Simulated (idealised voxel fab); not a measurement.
Process module name: voxel released beams
Cross-section cut: width 295 nm, square cells of 5 nm.
Think of the cross-section as a grid of square cells. We describe it in bands, top to bottom, and each band covers one or more rows of those cells. For a band, the entry starts with two heights in nm, that of the top and then that of the bottom, and carries on with the band's materials in order from left to right, each alongside its width in nm; the word "all across" beside a single material means it fills the band edge to edge, and "empty" means empty space. Height datum 0, below which the as-received substrate wafer is one material. Lowest band open at the bottom, running downward: "0..down". Per-row width for "30..40": begins at first number (top row of band), ends at second number (bottom row), increment between rows held constant. Given "nothing different" for a step, no cell of the cross-section differs between before and after that step. Trapped void list: empty space of 8 cells or more with no open way to the top, each as width x height at its distance from the left edge, in nm. after a step's settings: what the simulator itself notes on the step. The optional step-line setting "overlay nm" applies to steps with a mask and quantifies how far to the right of its planned location the mask lay, a negative value indicating leftward placement.
**Set out below are the planned steps of the process**
| 1 | RECEIVE (material Si) |
| 2 | CONFORMAL_DEP (material SiN; thk nm 5) |
| 3 | DIRECTIONAL_DEP (material SiO2; thk nm 10) |
| 4 | PATTERN (tone open; mask id ANCHOR; material resist; width nm 40; thk nm 20; overlay nm 0) |
| 5 | DIRECTIONAL_ETCH (etch materials SiO2; depth nm 10) |
| 6 | STRIP (etch materials resist) |
| 7 | CONFORMAL_DEP (material TiN; thk nm 15) |
| 8 | DIRECTIONAL_DEP (material aC; thk nm 10) |
| 9 | PATTERN (tone cover; mask id BEAM; material resist; width nm 120; thk nm 25; overlay nm 0) |
| 10 | DIRECTIONAL_ETCH (etch materials aC; depth nm 10) |
| 11 | STRIP (etch materials resist) |
| 12 | DIRECTIONAL_ETCH (etch materials TiN; depth nm 15) |
| 13 | STRIP (etch materials aC) |
| 14 | STRIP (etch materials SiO2) |
**Cross-section of the wafer upon arrival, representing the state reached after step 1**
  0..down  Si all across
  Trapped void list: none
**Below is the wafer in cross-section after the module was completed. It began from the starting point shown above and followed the plan shown above, except that one mistake was made while running it**
  25..15  empty: 85; TiN: 20; empty: 10; TiN: 90; empty: 90
  15..10  empty: 85; TiN: 120; empty: 90
  10..0  empty: 90; TiN: 40; empty: 165
  0..down  Si all across
  Trapped void list: none
Finding, execution versus plan: step 2 of the plan was bypassed and not carried out
